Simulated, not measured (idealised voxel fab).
This is a process module. Its name is voxel released beams.
Each square cell in cross-section cut measures 5 nm, and the section as a whole is 195 nm wide.
Throughout this document, each cross-section is represented as a grid of square cells and is presented as a sequence of bands enumerated from the top downward, where a band comprises one or more rows of cells.
Band entry format. Leading values: height of top, height of bottom, nm. Remainder: materials in left-to-right order, each with its width in nm. Special words: "full width" on a single material, which then fills the band edge to edge; "air", empty space.
Ref level 0: as-received wafer is one material below here. Bottom band extends down with no lower bound ("0 and below").
The width entry "30..40" should be interpreted row by row: the top row of cells in the band takes the first number, the bottom row takes the second number, and the change between adjacent rows is uniform throughout.
Take "no change" at face value: in the step it is given for, the cross-section changed in none of its cells.
"Completely sealed voids" specifies each empty space that is not open to the top and that occupies no fewer than 8 cells, using the form width x height at distance, the distance measured from the left edge and all three quantities in nm.
That trailing text on a step's line, after the settings, is the simulator's own remark on the step.
Each step line may optionally specify "overlay nm", which for a step with a mask gives the rightward distance between the mask's planned place and where it lay, a negative value indicating the leftward direction.
**Below is the list of planned process steps**
1) op RECEIVE | material Si
2) op CONFORMAL_DEP | material SiN | thk nm 10
3) op DIRECTIONAL_DEP | material SiO2 | thk nm 20
4) op MASKED_ETCH | tone open | mask id ANCHOR | width nm 45 | etch materials SiO2 | depth nm 20 | overlay nm 0
5) op CONFORMAL_DEP | material TiN | thk nm 15
6) op PATTERN | tone cover | mask id BEAM | material resist | width nm 125 | thk nm 15 | overlay nm 0
7) op DIRECTIONAL_ETCH | etch materials TiN | depth nm 15
8) op STRIP | etch materials resist
9) op STRIP | etch materials SiO2
**Wafer at receipt (post step 1), cross-section**
    0 and below: Si full width
    Completely sealed voids: none
**Cross-section: first of two wafers, module finished, run according to plan**
    45 down to 30: 30 nm air, 20 nm TiN, 15 nm air, 90 nm TiN, 40 nm air
    30 down to 25: 35 nm air, 15 nm TiN, 15 nm air, 15 nm TiN, 115 nm air
    25 down to 10: 35 nm air, 45 nm TiN, 115 nm air
    10 down to 0: SiN full width
    0 and below: Si full width
    Completely sealed voids: none
**Second wafer cross-section at end of module - shared start and plan with the first, one mistake in the run**
    45 down to 30: 30 nm air, 65 nm TiN, 100 nm air
    30 down to 25: 20 nm air, 15 nm TiN, 45 nm SiO2, 15 nm TiN, 100 nm air
    25 down to 10: 20 nm air, 15 nm TiN, 45 nm SiO2, 75 nm TiN, 40 nm air
    10 down to 0: SiN full width
    0 and below: Si full width
    Completely sealed voids: none
Here's what went sideways: step 4 ran differently from the plan; actual operation with settings: op MASKED_ETCH | tone cover | mask id ANCHOR | width nm 45 | etch materials SiO2 | depth nm 20 | overlay nm 0
Count the cells at the end and the second wafer has more or fewer of some materials than the first: SiO2: 36 more
